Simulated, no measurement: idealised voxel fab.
process module | voxel transistor to metal
cross-section cut | 190 nm wide | cells 5 nm
A cross-section is a grid of square cells, given in bands from the top down. A band is one or more rows of cells.
Each band's line starts with the height of the band's top and of its bottom, in nm. Then come its materials from left to right, each with its width in nm. One material with "throughout" fills the band from edge to edge. "air" is empty space.
Height 0 is the level under which the wafer as received is all one material. The lowest band goes on downwards, as in "0 down".
A width such as "30 to 40" changes by the same amount from each row of cells to the next, from the band's top row to its bottom row.
"no change" after a step means that no cell of the cross-section changed.
closed voids: empty space of 8 cells or more with no open way to the top, each as width x height at its distance from the left edge, in nm
after a step's settings: what the simulator itself notes on the step
overlay nm, on a step with a mask: how far to the right of its planned place the mask lay; to the left if negative
plan
1 op RECEIVE | material Si
2 op CONFORMAL_DEP | material SiO2 | thk nm 5
3 op CONFORMAL_DEP | material SiN | thk nm 10
4 op DIRECTIONAL_DEP | material aC | thk nm 10
5 op PATTERN | tone cover | mask id ACTIVE | material resist | width nm 85 | thk nm 30 | overlay nm 0
6 op DIRECTIONAL_ETCH | etch materials aC | depth nm 10
7 op STRIP | etch materials resist
8 op DIRECTIONAL_ETCH | etch materials SiN | depth nm 10
9 op DIRECTIONAL_ETCH | etch materials SiO2 | depth nm 5
10 op DIRECTIONAL_ETCH | etch materials Si | depth nm 30
11 op STRIP | etch materials aC
12 op FILL_DEP | material SiO2 | thk nm 10
13 op CMP | height nm 15
14 op SELECTIVE_ETCH | etch materials SiO2 | depth nm 5
15 op STRIP | etch materials SiN
16 op SELECTIVE_ETCH | etch materials SiO2 | depth nm 5
17 op OXIDIZE | depth nm 5
18 op DIRECTIONAL_DEP | material polySi | thk nm 25
19 op DIRECTIONAL_DEP | material SiCN | thk nm 15
20 op MASKED_ETCH | tone cover | mask id GATE | width nm 15 | etch materials SiCN | depth nm 25 | overlay nm 0
21 op MASKED_ETCH | tone cover | mask id GATE | width nm 15 | etch materials polySi | depth nm 35 | overlay nm 0
22 op CONFORMAL_DEP | material SiN | thk nm 5
23 op DIRECTIONAL_ETCH | etch materials SiN | depth nm 5
24 op DIRECTIONAL_ETCH | etch materials SiO2 | depth nm 5
25 op EPI | material nSi | thk nm 5
26 op FILL_DEP | material SiO2 | thk nm 10
27 op CMP | height nm 40
28 op DIRECTIONAL_DEP | material SiO2 | thk nm 10
29 op DIRECTIONAL_DEP | material aC | thk nm 10
30 op PATTERN | tone open | mask id CONTACT | material resist | width nm 25 | pitch nm 50 | thk nm 30 | overlay nm 0
31 op DIRECTIONAL_ETCH | etch materials aC | depth nm 10
32 op STRIP | etch materials resist
33 op DIRECTIONAL_ETCH | etch materials SiO2 | depth nm 50
34 op STRIP | etch materials aC
35 op CONFORMAL_DEP | material TiN | thk nm 5
36 op FILL_DEP | material W | thk nm 5
37 op CMP | height nm 50
38 op CONFORMAL_DEP | material SiN | thk nm 5
39 op DIRECTIONAL_DEP | material lowk | thk nm 25
40 op PATTERN | tone open | mask id METAL_1 | material resist | width nm 15 | pitch nm 60 | thk nm 20 | overlay nm 0
41 op DIRECTIONAL_ETCH | etch materials lowk | depth nm 25
42 op DIRECTIONAL_ETCH | etch materials SiN | depth nm 5
43 op STRIP | etch materials resist
44 op CONFORMAL_DEP | material TiN | thk nm 5
45 op FILL_DEP | material Ru | thk nm 5
46 op CMP | height nm 80
47 op CONFORMAL_DEP | material SiCN | thk nm 5
first wafer, as planned
as received, after step 1
  0 down: Si throughout
  closed voids: none
after step 2
  5 to 0: SiO2 throughout
  below 0: unchanged
after step 3
  15 to 5: SiN throughout
  below 5: unchanged
after step 4
  25 to 15: aC throughout
  below 15: unchanged
after step 5
  55 to 25: air 50 | resist 85 | air 55
  below 25: unchanged
after step 6
  45 to 25: air 50 | resist 85 | air 55
  25 to 15: air 50 | aC 85 | air 55
  below 15: unchanged
after step 7
  25 to 15: air 50 | aC 85 | air 55
  below 15: unchanged
after step 8
  25 to 15: air 50 | aC 85 | air 55
  15 to 5: air 50 | SiN 85 | air 55
  below 5: unchanged
after step 9
  25 to 15: air 50 | aC 85 | air 55
  15 to 5: air 50 | SiN 85 | air 55
  5 to 0: air 50 | SiO2 85 | air 55
  below 0: unchanged
after step 10
  25 to 15: air 50 | aC 85 | air 55
  15 to 5: air 50 | SiN 85 | air 55
  5 to 0: air 50 | SiO2 85 | air 55
  0 to -30: air 50 | Si 85 | air 55
  below -30: unchanged
after step 11
  15 to 5: air 50 | SiN 85 | air 55
  below 5: unchanged
after step 12
  25 to 15: SiO2 throughout
  15 to 5: SiO2 50 | SiN 85 | SiO2 55
  5 to 0: SiO2 throughout
  0 to -30: SiO2 50 | Si 85 | SiO2 55
  below -30: unchanged
after step 13
  15 to 5: SiO2 50 | SiN 85 | SiO2 55
  below 5: unchanged
after step 14
  15 to 10: air 50 | SiN 85 | air 55
  below 10: unchanged
after step 15
  10 to 5: SiO2 50 | air 85 | SiO2 55
  below 5: unchanged
after step 16
  5 to 0: SiO2 45 | air 95 | SiO2 50
  below 0: unchanged
after step 17
  5 to 0: SiO2 45 | air 95 | SiO2 50
  0 to -5: SiO2 throughout
  below -5: unchanged
after step 18
  30 to 25: polySi 45 | air 95 | polySi 50
  25 to 5: polySi throughout
  5 to 0: SiO2 45 | polySi 95 | SiO2 50
  below 0: unchanged
after step 19
  45 to 40: SiCN 45 | air 95 | SiCN 50
  40 to 30: SiCN throughout
  30 to 25: polySi 45 | SiCN 95 | polySi 50
  below 25: unchanged
after step 20
  40 to 30: air 85 | SiCN 15 | air 90
  30 to 25: polySi 45 | air 40 | SiCN 15 | air 40 | polySi 50
  below 25: unchanged
after step 21
  40 to 25: air 85 | SiCN 15 | air 90
  25 to 5: air 85 | polySi 15 | air 90
  5 to 0: SiO2 45 | air 40 | polySi 15 | air 40 | SiO2 50
  below 0: unchanged
after step 22
  45 to 40: air 80 | SiN 25 | air 85
  40 to 25: air 80 | SiN 5 | SiCN 15 | SiN 5 | air 85
  25 to 10: air 80 | SiN 5 | polySi 15 | SiN 5 | air 85
  10 to 5: SiN 50 | air 30 | SiN 5 | polySi 15 | SiN 5 | air 30 | SiN 55
  5 to 0: SiO2 45 | SiN 40 | polySi 15 | SiN 40 | SiO2 50
  below 0: unchanged
after step 23
  40 to 25: air 80 | SiN 5 | SiCN 15 | SiN 5 | air 85
  25 to 5: air 80 | SiN 5 | polySi 15 | SiN 5 | air 85
  5 to 0: SiO2 45 | SiN 5 | air 30 | SiN 5 | polySi 15 | SiN 5 | air 30 | SiN 5 | SiO2 50
  below 0: unchanged
after step 24
  40 to 25: air 80 | SiN 5 | SiCN 15 | SiN 5 | air 85
  25 to 5: air 80 | SiN 5 | polySi 15 | SiN 5 | air 85
  5 to 0: air 45 | SiN 5 | air 30 | SiN 5 | polySi 15 | SiN 5 | air 30 | SiN 5 | air 50
  0 to -5: SiO2 50 | air 30 | SiO2 25 | air 30 | SiO2 55
  below -5: unchanged
after step 25
  40 to 25: air 80 | SiN 5 | SiCN 15 | SiN 5 | air 85
  25 to 5: air 80 | SiN 5 | polySi 15 | SiN 5 | air 85
  5 to 0: air 45 | SiN 5 | air 30 | SiN 5 | polySi 15 | SiN 5 | air 30 | SiN 5 | air 50
  0 to -5: SiO2 50 | nSi 30 | SiO2 25 | nSi 30 | SiO2 55
  below -5: unchanged
after step 26
  50 to 40: SiO2 throughout
  40 to 25: SiO2 80 | SiN 5 | SiCN 15 | SiN 5 | SiO2 85
  25 to 5: SiO2 80 | SiN 5 | polySi 15 | SiN 5 | SiO2 85
  5 to 0: SiO2 45 | SiN 5 | SiO2 30 | SiN 5 | polySi 15 | SiN 5 | SiO2 30 | SiN 5 | SiO2 50
  below 0: unchanged
after step 27
  40 to 25: SiO2 80 | SiN 5 | SiCN 15 | SiN 5 | SiO2 85
  below 25: unchanged
after step 28
  50 to 40: SiO2 throughout
  below 40: unchanged
after step 29
  60 to 50: aC throughout
  below 50: unchanged
after step 30
  90 to 60: resist 55 | air 25 | resist 25 | air 25 | resist 60
  below 60: unchanged
after step 31
  80 to 60: resist 55 | air 25 | resist 25 | air 25 | resist 60
  60 to 50: aC 55 | air 25 | aC 25 | air 25 | aC 60
  below 50: unchanged
after step 32
  60 to 50: aC 55 | air 25 | aC 25 | air 25 | aC 60
  below 50: unchanged
after step 33
  60 to 50: aC 55 | air 25 | aC 25 | air 25 | aC 60
  50 to 40: SiO2 55 | air 25 | SiO2 25 | air 25 | SiO2 60
  40 to 25: SiO2 55 | air 25 | SiN 5 | SiCN 15 | SiN 5 | air 25 | SiO2 60
  25 to 5: SiO2 55 | air 25 | SiN 5 | polySi 15 | SiN 5 | air 25 | SiO2 60
  5 to 0: SiO2 45 | SiN 5 | SiO2 5 | air 25 | SiN 5 | polySi 15 | SiN 5 | air 25 | SiO2 5 | SiN 5 | SiO2 50
  below 0: unchanged
after step 34
  50 to 40: SiO2 55 | air 25 | SiO2 25 | air 25 | SiO2 60
  below 40: unchanged
after step 35
  55 to 50: TiN 60 | air 15 | TiN 35 | air 15 | TiN 65
  50 to 40: SiO2 55 | TiN 5 | air 15 | TiN 5 | SiO2 25 | TiN 5 | air 15 | TiN 5 | SiO2 60
  40 to 25: SiO2 55 | TiN 5 | air 15 | TiN 5 | SiN 5 | SiCN 15 | SiN 5 | TiN 5 | air 15 | TiN 5 | SiO2 60
  25 to 5: SiO2 55 | TiN 5 | air 15 | TiN 5 | SiN 5 | polySi 15 | SiN 5 | TiN 5 | air 15 | TiN 5 | SiO2 60
  5 to 0: SiO2 45 | SiN 5 | SiO2 5 | TiN 25 | SiN 5 | polySi 15 | SiN 5 | TiN 25 | SiO2 5 | SiN 5 | SiO2 50
  below 0: unchanged
after step 36
  60 to 55: W throughout
  55 to 50: TiN 60 | W 15 | TiN 35 | W 15 | TiN 65
  50 to 40: SiO2 55 | TiN 5 | W 15 | TiN 5 | SiO2 25 | TiN 5 | W 15 | TiN 5 | SiO2 60
  40 to 25: SiO2 55 | TiN 5 | W 15 | TiN 5 | SiN 5 | SiCN 15 | SiN 5 | TiN 5 | W 15 | TiN 5 | SiO2 60
  25 to 5: SiO2 55 | TiN 5 | W 15 | TiN 5 | SiN 5 | polySi 15 | SiN 5 | TiN 5 | W 15 | TiN 5 | SiO2 60
  below 5: unchanged
after step 37
  50 to 40: SiO2 55 | TiN 5 | W 15 | TiN 5 | SiO2 25 | TiN 5 | W 15 | TiN 5 | SiO2 60
  below 40: unchanged
after step 38
  55 to 50: SiN throughout
  below 50: unchanged
after step 39
  80 to 55: lowk throughout
  below 55: unchanged
after step 40
  100 to 80: resist 55 | air 15 | resist 45 | air 15 | resist 60
  below 80: unchanged
after step 41
  100 to 80: resist 55 | air 15 | resist 45 | air 15 | resist 60
  80 to 55: lowk 55 | air 15 | lowk 45 | air 15 | lowk 60
  below 55: unchanged
after step 42
  100 to 80: resist 55 | air 15 | resist 45 | air 15 | resist 60
  80 to 55: lowk 55 | air 15 | lowk 45 | air 15 | lowk 60
  55 to 50: SiN 55 | air 15 | SiN 45 | air 15 | SiN 60
  below 50: unchanged
after step 43
  80 to 55: lowk 55 | air 15 | lowk 45 | air 15 | lowk 60
  below 55: unchanged
after step 44
  85 to 80: TiN 60 | air 5 | TiN 55 | air 5 | TiN 65
  80 to 55: lowk 55 | TiN 5 | air 5 | TiN 5 | lowk 45 | TiN 5 | air 5 | TiN 5 | lowk 60
  55 to 50: SiN 55 | TiN 15 | SiN 45 | TiN 15 | SiN 60
  below 50: unchanged
after step 45
  90 to 85: Ru throughout
  85 to 80: TiN 60 | Ru 5 | TiN 55 | Ru 5 | TiN 65
  80 to 55: lowk 55 | TiN 5 | Ru 5 | TiN 5 | lowk 45 | TiN 5 | Ru 5 | TiN 5 | lowk 60
  below 55: unchanged
after step 46
  80 to 55: lowk 55 | TiN 5 | Ru 5 | TiN 5 | lowk 45 | TiN 5 | Ru 5 | TiN 5 | lowk 60
  below 55: unchanged
after step 47
  85 to 80: SiCN throughout
  below 80: unchanged
second wafer: like start, like plan, one mistake. Through step 18 it matches the first wafer
when step 19 should have ended
  60 to 55: SiCN 45 | air 95 | SiCN 50
  55 to 30: SiCN throughout
  30 to 25: polySi 45 | SiCN 95 | polySi 50
  below 25: unchanged
when step 20 should have ended
  55 to 35: air 85 | SiCN 15 | air 90
  35 to 30: SiCN 45 | air 40 | SiCN 15 | air 40 | SiCN 50
  below 30: unchanged
when step 21 should have ended: no change
when step 22 should have ended
  60 to 55: air 80 | SiN 25 | air 85
  55 to 40: air 80 | SiN 5 | SiCN 15 | SiN 5 | air 85
  40 to 35: SiN 50 | air 30 | SiN 5 | SiCN 15 | SiN 5 | air 30 | SiN 55
  35 to 30: SiCN 45 | SiN 40 | SiCN 15 | SiN 40 | SiCN 50
  below 30: unchanged
when step 23 should have ended
  55 to 35: air 80 | SiN 5 | SiCN 15 | SiN 5 | air 85
  35 to 30: SiCN 45 | SiN 5 | air 30 | SiN 5 | SiCN 15 | SiN 5 | air 30 | SiN 5 | SiCN 50
  below 30: unchanged
when step 24 should have ended: no change
when step 25 should have ended: no change
when step 26 should have ended
  65 to 55: SiO2 throughout
  55 to 35: SiO2 80 | SiN 5 | SiCN 15 | SiN 5 | SiO2 85
  35 to 30: SiCN 45 | SiN 5 | SiO2 30 | SiN 5 | SiCN 15 | SiN 5 | SiO2 30 | SiN 5 | SiCN 50
  below 30: unchanged
when step 27 should have ended
  40 to 35: SiO2 80 | SiN 5 | SiCN 15 | SiN 5 | SiO2 85
  below 35: unchanged
when step 28 should have ended
  50 to 40: SiO2 throughout
  below 40: unchanged
when step 29 should have ended
  60 to 50: aC throughout
  below 50: unchanged
when step 30 should have ended
  90 to 60: resist 55 | air 25 | resist 25 | air 25 | resist 60
  below 60: unchanged
when step 31 should have ended
  80 to 60: resist 55 | air 25 | resist 25 | air 25 | resist 60
  60 to 50: aC 55 | air 25 | aC 25 | air 25 | aC 60
  below 50: unchanged
when step 32 should have ended
  60 to 50: aC 55 | air 25 | aC 25 | air 25 | aC 60
  below 50: unchanged
when step 33 should have ended
  60 to 50: aC 55 | air 25 | aC 25 | air 25 | aC 60
  50 to 40: SiO2 55 | air 25 | SiO2 25 | air 25 | SiO2 60
  40 to 35: SiO2 55 | air 25 | SiN 5 | SiCN 15 | SiN 5 | air 25 | SiO2 60
  35 to 30: SiCN 45 | SiN 5 | SiO2 5 | air 25 | SiN 5 | SiCN 15 | SiN 5 | air 25 | SiO2 5 | SiN 5 | SiCN 50
  below 30: unchanged
when step 34 should have ended
  50 to 40: SiO2 55 | air 25 | SiO2 25 | air 25 | SiO2 60
  below 40: unchanged
when step 35 should have ended
  55 to 50: TiN 60 | air 15 | TiN 35 | air 15 | TiN 65
  50 to 40: SiO2 55 | TiN 5 | air 15 | TiN 5 | SiO2 25 | TiN 5 | air 15 | TiN 5 | SiO2 60
  40 to 35: SiO2 55 | TiN 5 | air 15 | TiN 5 | SiN 5 | SiCN 15 | SiN 5 | TiN 5 | air 15 | TiN 5 | SiO2 60
  35 to 30: SiCN 45 | SiN 5 | SiO2 5 | TiN 25 | SiN 5 | SiCN 15 | SiN 5 | TiN 25 | SiO2 5 | SiN 5 | SiCN 50
  below 30: unchanged
when step 36 should have ended
  60 to 55: W throughout
  55 to 50: TiN 60 | W 15 | TiN 35 | W 15 | TiN 65
  50 to 40: SiO2 55 | TiN 5 | W 15 | TiN 5 | SiO2 25 | TiN 5 | W 15 | TiN 5 | SiO2 60
  40 to 35: SiO2 55 | TiN 5 | W 15 | TiN 5 | SiN 5 | SiCN 15 | SiN 5 | TiN 5 | W 15 | TiN 5 | SiO2 60
  below 35: unchanged
when step 37 should have ended
  50 to 40: SiO2 55 | TiN 5 | W 15 | TiN 5 | SiO2 25 | TiN 5 | W 15 | TiN 5 | SiO2 60
  below 40: unchanged
when step 38 should have ended
  55 to 50: SiN throughout
  below 50: unchanged
when step 39 should have ended
  80 to 55: lowk throughout
  below 55: unchanged
when step 40 should have ended
  100 to 80: resist 55 | air 15 | resist 45 | air 15 | resist 60
  below 80: unchanged
when step 41 should have ended
  100 to 80: resist 55 | air 15 | resist 45 | air 15 | resist 60
  80 to 55: lowk 55 | air 15 | lowk 45 | air 15 | lowk 60
  below 55: unchanged
when step 42 should have ended
  100 to 80: resist 55 | air 15 | resist 45 | air 15 | resist 60
  80 to 55: lowk 55 | air 15 | lowk 45 | air 15 | lowk 60
  55 to 50: SiN 55 | air 15 | SiN 45 | air 15 | SiN 60
  below 50: unchanged
when step 43 should have ended
  80 to 55: lowk 55 | air 15 | lowk 45 | air 15 | lowk 60
  below 55: unchanged
when step 44 should have ended
  85 to 80: TiN 60 | air 5 | TiN 55 | air 5 | TiN 65
  80 to 55: lowk 55 | TiN 5 | air 5 | TiN 5 | lowk 45 | TiN 5 | air 5 | TiN 5 | lowk 60
  55 to 50: SiN 55 | TiN 15 | SiN 45 | TiN 15 | SiN 60
  below 50: unchanged
when step 45 should have ended
  90 to 85: Ru throughout
  85 to 80: TiN 60 | Ru 5 | TiN 55 | Ru 5 | TiN 65
  80 to 55: lowk 55 | TiN 5 | Ru 5 | TiN 5 | lowk 45 | TiN 5 | Ru 5 | TiN 5 | lowk 60
  below 55: unchanged
when step 46 should have ended
  80 to 55: lowk 55 | TiN 5 | Ru 5 | TiN 5 | lowk 45 | TiN 5 | Ru 5 | TiN 5 | lowk 60
  below 55: unchanged
when step 47 should have ended
  85 to 80: SiCN throughout
  below 80: unchanged
what went wrong: step 19 was run twice
at the end the second wafer has, in cells: 35 more of SiCN | 12 fewer of SiN | 126 fewer of SiO2 | 24 fewer of TiN | 36 fewer of W | 12 fewer of nSi | 175 more of polySi
